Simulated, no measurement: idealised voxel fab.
Name of the process module below: voxel ribs on slabs
Cross-sectional view cut (width: 190 nm; square cell size: 5 nm).
Square cells in a grid make up a cross-section in this document, and the grid is given as bands, listed from the top down, each one or more rows of cells. Top height, bottom height, nm. Materials left to right, width each, nm. Single material + "all across" = fills band edge to edge. "air" = empty. Heights are measured from 0, the level below which the as-received wafer is all one material; the lowest band has no bottom and continues downward, written as in "0 and below". Think of "30->40" as a width that walks from the first number to the second as you go down the band, top row to bottom row, taking equal-sized steps from row to row. "everything unchanged" means the step left every cell of the cross-section as it was. Listed in "Sealed void inventory": every empty space of 8 or more cells without an open way to the top. Form: width x height at distance, the distance being from the left edge, all in nm. Anything after a step's settings on that line? It's the simulator's own note about the step. overlay nm: mask offset rightward from planned place, masked step; negative means leftward offset.
[Steps in the process plan]
1. RECEIVE with material Si
2. DIRECTIONAL_DEP with material SiO2, thk nm 30
3. DIRECTIONAL_DEP with material polySi, thk nm 15
4. MASKED_ETCH with tone cover, mask id RIB, width nm 25, etch materials polySi, depth nm 10, overlay nm 0
5. MASKED_ETCH with tone cover, mask id SLAB, width nm 65, etch materials polySi, depth nm 5, overlay nm 0
6. FILL_DEP with material SiO2, thk nm 15
7. CMP with height nm 55
8. DIRECTIONAL_DEP with material TiN, thk nm 10
9. PATTERN with tone cover, mask id HEATER, material resist, width nm 35, thk nm 15, overlay nm 0
10. DIRECTIONAL_ETCH with etch materials TiN, depth nm 10
11. STRIP with etch materials resist
12. CONFORMAL_DEP with material SiN, thk nm 10
[The following pertains to the first of two wafers, which was processed as planned]
[Shown in cross-section is the wafer as received, that is, as it stands after step 1]
> 0 and below: Si all across
> Sealed void inventory: none
[State of the wafer after step 2, shown in cross-section]
> 30 down to 0: SiO2 all across
> Rest of section, below 0: as before.
[State of the wafer after step 3, shown in cross-section]
> 45 down to 30: polySi all across
> Rest of section, below 30: as before.
[State of the wafer after step 4, shown in cross-section]
> 45 down to 35: air=80 | polySi=25 | air=85
> Rest of section, below 35: as before.
[State of the wafer after step 5, shown in cross-section]
> 45 down to 35: air=80 | polySi=25 | air=85
> 35 down to 30: air=60 | polySi=65 | air=65
> Rest of section, below 30: as before.
[State of the wafer after step 6, shown in cross-section]
> 60 down to 45: SiO2 all across
> 45 down to 35: SiO2=80 | polySi=25 | SiO2=85
> 35 down to 30: SiO2=60 | polySi=65 | SiO2=65
> Rest of section, below 30: as before.
[State of the wafer after step 7, shown in cross-section]
> 55 down to 45: SiO2 all across
> Rest of section, below 45: as before.
[State of the wafer after step 8, shown in cross-section]
> 65 down to 55: TiN all across
> Rest of section, below 55: as before.
[State of the wafer after step 9, shown in cross-section]
> 80 down to 65: air=75 | resist=35 | air=80
> Rest of section, below 65: as before.
[State of the wafer after step 10, shown in cross-section]
> 80 down to 65: air=75 | resist=35 | air=80
> 65 down to 55: air=75 | TiN=35 | air=80
> Rest of section, below 55: as before.
[State of the wafer after step 11, shown in cross-section]
> 65 down to 55: air=75 | TiN=35 | air=80
> Rest of section, below 55: as before.
[State of the wafer after step 12, shown in cross-section]
> 75 down to 65: air=65 | SiN=55 | air=70
> 65 down to 55: SiN=75 | TiN=35 | SiN=80
> Rest of section, below 55: as before.
[Second wafer, same starting state and plan as the first, one mistake in the run, identical through step 2]
[Second wafer, section view, time point: scheduled end of step 3]
> 60 down to 30: polySi all across
> Rest of section, below 30: as before.
[Second wafer, section view, time point: scheduled end of step 4]
> 60 down to 50: air=80 | polySi=25 | air=85
> Rest of section, below 50: as before.
[Second wafer, section view, time point: scheduled end of step 5]
> 60 down to 50: air=80 | polySi=25 | air=85
> 50 down to 45: air=60 | polySi=65 | air=65
> Rest of section, below 45: as before.
[Second wafer, section view, time point: scheduled end of step 6]
> 75 down to 60: SiO2 all across
> 60 down to 50: SiO2=80 | polySi=25 | SiO2=85
> 50 down to 45: SiO2=60 | polySi=65 | SiO2=65
> Rest of section, below 45: as before.
[Second wafer, section view, time point: scheduled end of step 7]
> 55 down to 45: SiO2=80->60 | polySi=25->65 | SiO2=85->65
> Rest of section, below 45: as before.
[Second wafer, section view, time point: scheduled end of step 8]
> 65 down to 55: TiN all across
> Rest of section, below 55: as before.
[Second wafer, section view, time point: scheduled end of step 9]
> 80 down to 65: air=75 | resist=35 | air=80
> Rest of section, below 65: as before.
[Second wafer, section view, time point: scheduled end of step 10]
> 80 down to 65: air=75 | resist=35 | air=80
> 65 down to 55: air=75 | TiN=35 | air=80
> Rest of section, below 55: as before.
[Second wafer, section view, time point: scheduled end of step 11]
> 65 down to 55: air=75 | TiN=35 | air=80
> Rest of section, below 55: as before.
[Second wafer, section view, time point: scheduled end of step 12]
> 75 down to 65: air=65 | SiN=55 | air=70
> 65 down to 55: SiN=75 | TiN=35 | SiN=80
> Rest of section, below 55: as before.
what went wrong: execution of plan step 3 occurred twice
Final cells, second wafer relative to first, materials higher or lower: 109 fewer of SiO2; 109 more of polySi
